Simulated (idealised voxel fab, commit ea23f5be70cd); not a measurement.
The process module presented herein is designated voxel released beams.
Square cell edge 5 nm, section width 275 nm, ID cut.
Throughout this document, each cross-section is represented as a grid of square cells and is presented as a sequence of bands enumerated from the top downward, where a band comprises one or more rows of cells. What a band's entry tells you: where the top is and where the bottom is, as heights in nm, and after that what lies inside, material by material from left to right, each with its width in nm. Empty space is written as the word "blank", and a single material marked with the word "full width" occupies the band from edge to edge. Heights from 0 (as-received wafer is one material below). Bottom band endless downward, as "top 0, no bottom". With a width like "30..40", each row of cells in the band differs from the next by the same amount, the top row carrying the first number and the bottom row the second. Where the words "identical to before" appear for a step, the cross-section shows no cell changed by that step; every cell remained as before. Closed empty spaces (no open way to the top) of 8 cells or more are what "Trapped cavities" lists, each as width x height at distance from the left edge, nm for all three. What comes after the settings on a step's line is commentary from the simulator itself on that step. On any step carrying a mask, the "overlay nm" setting, if present on the step's line, tells how far right of its planned place the mask lay; negative values point to the left.

## Below is the list of planned process steps
1. RECEIVE,material Si
2. CONFORMAL_DEP,material SiN,thk nm 5
3. DIRECTIONAL_DEP,material SiO2,thk nm 15
4. DIRECTIONAL_DEP,material aC,thk nm 15
5. PATTERN,tone open,mask id ANCHOR,material resist,width nm 35,thk nm 35,overlay nm 0
6. DIRECTIONAL_ETCH,etch materials aC,depth nm 15
7. STRIP,etch materials resist
8. DIRECTIONAL_ETCH,etch materials SiO2,depth nm 15
9. STRIP,etch materials aC
10. CONFORMAL_DEP,material W,thk nm 15
11. MASKED_ETCH,tone cover,mask id BEAM,width nm 90,etch materials W,depth nm 15,overlay nm 0
12. STRIP,etch materials SiO2

## Cross-section of the wafer upon arrival, representing the state reached after step 1
    top 0, no bottom  Si full width
    Trapped cavities: none

## Post-module cross-section of the first of two wafers (run per plan)
    top 35, bottom 20  90 nm blank  20 nm W  5 nm blank  65 nm W  95 nm blank
    top 20, bottom 5  95 nm blank  35 nm W  145 nm blank
    top 5, bottom 0  SiN full width
    top 0, no bottom  Si full width
    Trapped cavities: none

## Second wafer of the two, sectioned at the end of the module. It began like the first and followed the same plan, but one mistake was made while running it
    top 30, bottom 15  90 nm blank  20 nm W  5 nm blank  65 nm W  95 nm blank
    top 15, bottom 0  95 nm blank  35 nm W  145 nm blank
    top 0, no bottom  Si full width
    Trapped cavities: none
Diagnosis: no execution of plan step 2; skipped
Final comparison by cell count, materials where the second wafer has more or fewer than the first: 55 fewer of SiN
